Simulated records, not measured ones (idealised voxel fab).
process module | voxel ribs on slabs
cross-section cut | 155 nm wide | cells 5 nm
A cross-section is a grid of square cells, given in bands from the top down. A band is one or more rows of cells.
Each band's line starts with the height of the band's top and of its bottom, in nm. Then come its materials from left to right, each with its width in nm. One material with "throughout" fills the band from edge to edge. "air" is empty space.
Height 0 is the level under which the wafer as received is all one material. The lowest band goes on downwards, as in "0 down".
A width such as "30 to 40" changes by the same amount from each row of cells to the next, from the band's top row to its bottom row.
"no change" after a step means that no cell of the cross-section changed.
closed voids: empty space of 8 cells or more with no open way to the top, each as width x height at its distance from the left edge, in nm
after a step's settings: what the simulator itself notes on the step
overlay nm, on a step with a mask: how far to the right of its planned place the mask lay; to the left if negative
plan
1 op RECEIVE | material Si
2 op DIRECTIONAL_DEP | material SiO2 | thk nm 20
3 op DIRECTIONAL_DEP | material SiN | thk nm 20
4 op DIRECTIONAL_DEP | material aC | thk nm 10
5 op PATTERN | tone cover | mask id RIB | material resist | width nm 15 | thk nm 25 | overlay nm 0
6 op DIRECTIONAL_ETCH | etch materials aC | depth nm 10
7 op STRIP | etch materials resist
8 op DIRECTIONAL_ETCH | etch materials SiN | depth nm 5
9 op STRIP | etch materials aC
10 op MASKED_ETCH | tone cover | mask id SLAB | width nm 65 | etch materials SiN | depth nm 15 | overlay nm 0
11 op FILL_DEP | material SiO2 | thk nm 25
12 op CMP | height nm 60
13 op DIRECTIONAL_DEP | material TiN | thk nm 5
14 op DIRECTIONAL_DEP | material aC | thk nm 15
15 op PATTERN | tone cover | mask id HEATER | material resist | width nm 25 | thk nm 35 | overlay nm 0
16 op DIRECTIONAL_ETCH | etch materials aC | depth nm 15
17 op STRIP | etch materials resist
18 op DIRECTIONAL_ETCH | etch materials TiN | depth nm 5
19 op STRIP | etch materials aC
20 op CONFORMAL_DEP | material SiN | thk nm 5
first wafer, as planned
as received, after step 1
  0 down: Si throughout
  closed voids: none
after step 2
  20 to 0: SiO2 throughout
  below 0: unchanged
after step 3
  40 to 20: SiN throughout
  below 20: unchanged
after step 4
  50 to 40: aC throughout
  below 40: unchanged
after step 5
  75 to 50: air 70 | resist 15 | air 70
  below 50: unchanged
after step 6
  65 to 50: air 70 | resist 15 | air 70
  50 to 40: air 70 | aC 15 | air 70
  below 40: unchanged
after step 7
  50 to 40: air 70 | aC 15 | air 70
  below 40: unchanged
after step 8
  50 to 40: air 70 | aC 15 | air 70
  40 to 35: air 70 | SiN 15 | air 70
  below 35: unchanged
after step 9
  40 to 35: air 70 | SiN 15 | air 70
  below 35: unchanged
after step 10
  40 to 35: air 70 | SiN 15 | air 70
  35 to 20: air 45 | SiN 65 | air 45
  below 20: unchanged
after step 11
  65 to 40: SiO2 throughout
  40 to 35: SiO2 70 | SiN 15 | SiO2 70
  35 to 20: SiO2 45 | SiN 65 | SiO2 45
  below 20: unchanged
after step 12
  60 to 40: SiO2 throughout
  below 40: unchanged
after step 13
  65 to 60: TiN throughout
  below 60: unchanged
after step 14
  80 to 65: aC throughout
  below 65: unchanged
after step 15
  115 to 80: air 65 | resist 25 | air 65
  below 80: unchanged
after step 16
  100 to 80: air 65 | resist 25 | air 65
  80 to 65: air 65 | aC 25 | air 65
  below 65: unchanged
after step 17
  80 to 65: air 65 | aC 25 | air 65
  below 65: unchanged
after step 18
  80 to 65: air 65 | aC 25 | air 65
  65 to 60: air 65 | TiN 25 | air 65
  below 60: unchanged
after step 19
  65 to 60: air 65 | TiN 25 | air 65
  below 60: unchanged
after step 20
  70 to 65: air 60 | SiN 35 | air 60
  65 to 60: SiN 65 | TiN 25 | SiN 65
  below 60: unchanged
second wafer: like start, like plan, one mistake. Through step 4 it matches the first wafer
when step 5 should have ended
  75 to 50: resist 70 | air 15 | resist 70
  below 50: unchanged
when step 6 should have ended
  65 to 50: resist 70 | air 15 | resist 70
  50 to 40: aC 70 | air 15 | aC 70
  below 40: unchanged
when step 7 should have ended
  50 to 40: aC 70 | air 15 | aC 70
  below 40: unchanged
when step 8 should have ended
  50 to 40: aC 70 | air 15 | aC 70
  40 to 35: SiN 70 | air 15 | SiN 70
  below 35: unchanged
when step 9 should have ended
  40 to 35: SiN 70 | air 15 | SiN 70
  below 35: unchanged
when step 10 should have ended
  40 to 35: air 45 | SiN 25 | air 15 | SiN 25 | air 45
  35 to 25: air 45 | SiN 65 | air 45
  below 25: unchanged
when step 11 should have ended
  65 to 40: SiO2 throughout
  40 to 35: SiO2 45 | SiN 25 | SiO2 15 | SiN 25 | SiO2 45
  35 to 25: SiO2 45 | SiN 65 | SiO2 45
  below 25: unchanged
when step 12 should have ended
  60 to 40: SiO2 throughout
  below 40: unchanged
when step 13 should have ended
  65 to 60: TiN throughout
  below 60: unchanged
when step 14 should have ended
  80 to 65: aC throughout
  below 65: unchanged
when step 15 should have ended
  115 to 80: air 65 | resist 25 | air 65
  below 80: unchanged
when step 16 should have ended
  100 to 80: air 65 | resist 25 | air 65
  80 to 65: air 65 | aC 25 | air 65
  below 65: unchanged
when step 17 should have ended
  80 to 65: air 65 | aC 25 | air 65
  below 65: unchanged
when step 18 should have ended
  80 to 65: air 65 | aC 25 | air 65
  65 to 60: air 65 | TiN 25 | air 65
  below 60: unchanged
when step 19 should have ended
  65 to 60: air 65 | TiN 25 | air 65
  below 60: unchanged
when step 20 should have ended
  70 to 65: air 60 | SiN 35 | air 60
  65 to 60: SiN 65 | TiN 25 | SiN 65
  below 60: unchanged
what went wrong: step 5 ran as: op PATTERN | tone open | mask id RIB | material resist | width nm 15 | thk nm 25 | overlay nm 0
at the end the second wafer has, in cells: 25 more of SiN | 25 fewer of SiO2
